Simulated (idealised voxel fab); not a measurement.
Presented below is a process module, voxel ribs on slabs.
Square cells of 5 nm make up the cross-section cut, whose width is 140 nm.
Cross-sections here: square-cell grids, written as top-down lists of bands, a band being one or more rows of cells. Heights first: top, then bottom, in nm. Then materials, left to right, each with a width in nm. "full width" on a single material: fills the band edge to edge. "empty": empty space. Where do heights start? At 0: under that level the wafer as delivered is made of one material only. And the lowest band has no floor; it just carries on downward, as in "0 -> down". It should be noted that a width expressed as "30..40" varies in equal increments from row to row of cells within the band, taking the value of the first number at the top row and that of the second number at the bottom row. Step marked "left unchanged"? Then no cell in the cross-section changed in it. "Enclosed internal cavities": empty spaces of 8 cells or more with no open way to the top, each given as width x height at distance, distance from the left edge, all in nm. On a step's line, text after the settings is the simulator commenting on that step. "overlay nm" answers the question of how far to the right of plan the mask lay on a step that has a mask, and when it is negative the answer is to the left.
# Below is the list of planned process steps
1 op RECEIVE | material Si
2 op DIRECTIONAL_DEP | material SiO2 | thk nm 20
3 op DIRECTIONAL_DEP | material polySi | thk nm 20
4 op DIRECTIONAL_DEP | material aC | thk nm 10
5 op PATTERN | tone cover | mask id RIB | material resist | width nm 20 | thk nm 30 | overlay nm 0
6 op DIRECTIONAL_ETCH | etch materials aC | depth nm 10
7 op STRIP | etch materials resist
8 op DIRECTIONAL_ETCH | etch materials polySi | depth nm 15
9 op STRIP | etch materials aC
10 op MASKED_ETCH | tone cover | mask id SLAB | width nm 50 | etch materials polySi | depth nm 5 | overlay nm 0
11 op FILL_DEP | material SiO2 | thk nm 20
12 op CMP | height nm 55
13 op DIRECTIONAL_DEP | material W | thk nm 10
14 op MASKED_ETCH | tone cover | mask id HEATER | width nm 30 | etch materials W | depth nm 10 | overlay nm 0
15 op CONFORMAL_DEP | material SiN | thk nm 5
# As-received wafer cross-section (after step 1)
> 0 -> down: Si full width
> Enclosed internal cavities: none
# a wafer at the end: this start, this plan, one mistake
> 70 -> 65: 50 nm empty | 40 nm SiN | 50 nm empty
> 65 -> 60: 50 nm empty | 5 nm SiN | 30 nm W | 5 nm SiN | 50 nm empty
> 60 -> 55: 55 nm SiN | 30 nm W | 55 nm SiN
> 55 -> 35: SiO2 full width
> 35 -> 30: 45 nm SiO2 | 50 nm polySi | 45 nm SiO2
> 30 -> 20: aC full width
> 20 -> 0: SiO2 full width
> 0 -> down: Si full width
> Enclosed internal cavities: none
Heads up, the wafer didn't run the way we planned it: step 3 ran in the slot meant for step 4, and vice versa
